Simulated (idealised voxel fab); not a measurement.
process module | voxel capacitor over wiring
cross-section cut | 205 nm wide | cells 5 nm
A cross-section is a grid of square cells, given in bands from the top down. A band is one or more rows of cells.
Each band's line starts with the height of the band's top and of its bottom, in nm. Then come its materials from left to right, each with its width in nm. One material with "throughout" fills the band from edge to edge. "air" is empty space.
Height 0 is the level under which the wafer as received is all one material. The lowest band goes on downwards, as in "0 down".
A width such as "30 to 40" changes by the same amount from each row of cells to the next, from the band's top row to its bottom row.
"no change" after a step means that no cell of the cross-section changed.
closed voids: empty space of 8 cells or more with no open way to the top, each as width x height at its distance from the left edge, in nm
after a step's settings: what the simulator itself notes on the step
overlay nm, on a step with a mask: how far to the right of its planned place the mask lay; to the left if negative
plan
1 op RECEIVE | material Si
2 op CONFORMAL_DEP | material SiO2 | thk nm 10
3 op CONFORMAL_DEP | material SiCN | thk nm 5
4 op DIRECTIONAL_DEP | material SiO2 | thk nm 25
5 op MASKED_ETCH | tone open | mask id METAL_1 | width nm 20 | pitch nm 75 | etch materials SiO2 | depth nm 25 | overlay nm 0
6 op MASKED_ETCH | tone open | mask id METAL_1 | width nm 20 | pitch nm 75 | etch materials SiCN | depth nm 5 | overlay nm 0
7 op CONFORMAL_DEP | material TiN | thk nm 5
8 op FILL_DEP | material Cu | thk nm 5
9 op CMP | height nm 40
10 op CONFORMAL_DEP | material SiCN | thk nm 5
11 op DIRECTIONAL_DEP | material lowk | thk nm 20
12 op PATTERN | tone open | mask id PLUG_1 | material resist | width nm 15 | thk nm 20 | overlay nm -15
13 op DIRECTIONAL_ETCH | etch materials lowk | depth nm 20
14 op DIRECTIONAL_ETCH | etch materials SiCN | depth nm 5
15 op STRIP | etch materials resist
16 op EPI | material Ru | thk nm 10
17 op EPI | material Ru | thk nm 10
18 op EPI | material Ru | thk nm 5
19 op DIRECTIONAL_DEP | material TiN | thk nm 10
20 op DIRECTIONAL_DEP | material SiN | thk nm 5
21 op DIRECTIONAL_DEP | material TiN | thk nm 10
22 op PATTERN | tone cover | mask id UPPER_PLATE | material resist | width nm 60 | thk nm 15 | overlay nm 0
23 op DIRECTIONAL_ETCH | etch materials TiN | depth nm 10
24 op DIRECTIONAL_ETCH | etch materials SiN | depth nm 5
25 op STRIP | etch materials resist
26 op DIRECTIONAL_DEP | material aC | thk nm 15
27 op PATTERN | tone cover | mask id LOWER_PLATE | material resist | width nm 70 | thk nm 30 | overlay nm 0
28 op DIRECTIONAL_ETCH | etch materials aC | depth nm 15
29 op STRIP | etch materials resist
30 op DIRECTIONAL_ETCH | etch materials TiN | depth nm 10
31 op STRIP | etch materials aC
32 op FILL_DEP | material SiO2 | thk nm 15
33 op CMP | height nm 100
34 op PATTERN | tone open | mask id PLUG_2 | material resist | width nm 15 | thk nm 15 | overlay nm 0
35 op DIRECTIONAL_ETCH | etch materials SiO2 | depth nm 10
36 op STRIP | etch materials resist
37 op CONFORMAL_DEP | material TiN | thk nm 5
38 op FILL_DEP | material Ru | thk nm 5
39 op CMP | height nm 100
40 op CONFORMAL_DEP | material SiCN | thk nm 5
varied across the wafers: overlay nm of step 12. The plan shows the first wafer's value. All wafers start alike
first wafer as received, after step 1
  0 down: Si throughout
  closed voids: none
first wafer at the end, after step 40
  105 to 100: SiCN throughout
  100 to 95: SiO2 70 | TiN 5 | Ru 5 | TiN 5 | SiO2 120
  95 to 90: SiO2 70 | TiN 15 | SiO2 120
  90 to 80: SiO2 60 | TiN 60 | SiO2 85
  80 to 75: SiO2 60 | SiN 60 | SiO2 85
  75 to 65: SiO2 55 | TiN 70 | SiO2 80
  65 to 45: lowk 45 | Ru 15 | lowk 145
  45 to 40: SiCN 45 | Ru 15 | SiCN 145
  40 to 15: SiO2 55 | TiN 5 | Cu 10 | TiN 5 | SiO2 55 | TiN 5 | Cu 10 | TiN 5 | SiO2 55
  15 to 10: SiCN 55 | TiN 20 | SiCN 55 | TiN 20 | SiCN 55
  10 to 0: SiO2 throughout
  0 down: Si throughout
  closed voids: none
last wafer at the end
  105 to 100: SiCN throughout
  100 to 95: SiO2 70 | TiN 5 | Ru 5 | TiN 5 | SiO2 120
  95 to 90: SiO2 70 | TiN 15 | SiO2 120
  90 to 80: SiO2 60 | TiN 15 | SiO2 15 | TiN 30 | SiO2 85
  80 to 75: SiO2 60 | SiN 15 | SiO2 15 | SiN 30 | SiO2 85
  75 to 65: SiO2 55 | TiN 20 | SiO2 15 | TiN 35 | SiO2 80
  65 to 55: lowk 75 | TiN 15 | lowk 115
  55 to 50: lowk 75 | SiN 15 | lowk 115
  50 to 45: lowk 75 | TiN 15 | lowk 115
  45 to 40: SiCN 75 | TiN 15 | SiCN 115
  40 to 15: SiO2 55 | TiN 5 | Cu 10 | TiN 5 | SiO2 55 | TiN 5 | Cu 10 | TiN 5 | SiO2 55
  15 to 10: SiCN 55 | TiN 20 | SiCN 55 | TiN 20 | SiCN 55
  10 to 0: SiO2 throughout
  0 down: Si throughout
  closed voids: none
each wafer at the end: cells of each material gained (+) or lost (-) since it was received, then its closed voids
overlay nm -15 | +20 Cu | +16 Ru | +112 SiCN | +12 SiN | +464 SiO2 | +85 TiN | +152 lowk | closed voids: none
overlay nm -10 | +20 Cu | +16 Ru | +112 SiCN | +12 SiN | +464 SiO2 | +85 TiN | +152 lowk | closed voids: none
overlay nm -5 | +20 Cu | +16 Ru | +112 SiCN | +12 SiN | +464 SiO2 | +85 TiN | +152 lowk | closed voids: none
overlay nm 0 | +20 Cu | +16 Ru | +112 SiCN | +12 SiN | +464 SiO2 | +85 TiN | +152 lowk | closed voids: none
overlay nm 5 | +20 Cu | +16 Ru | +112 SiCN | +12 SiN | +464 SiO2 | +85 TiN | +152 lowk | closed voids: none
overlay nm 10 | +20 Cu | +16 Ru | +112 SiCN | +12 SiN | +464 SiO2 | +85 TiN | +152 lowk | closed voids: none
overlay nm 15 | +20 Cu | +1 Ru | +112 SiCN | +12 SiN | +479 SiO2 | +85 TiN | +152 lowk | closed voids: none
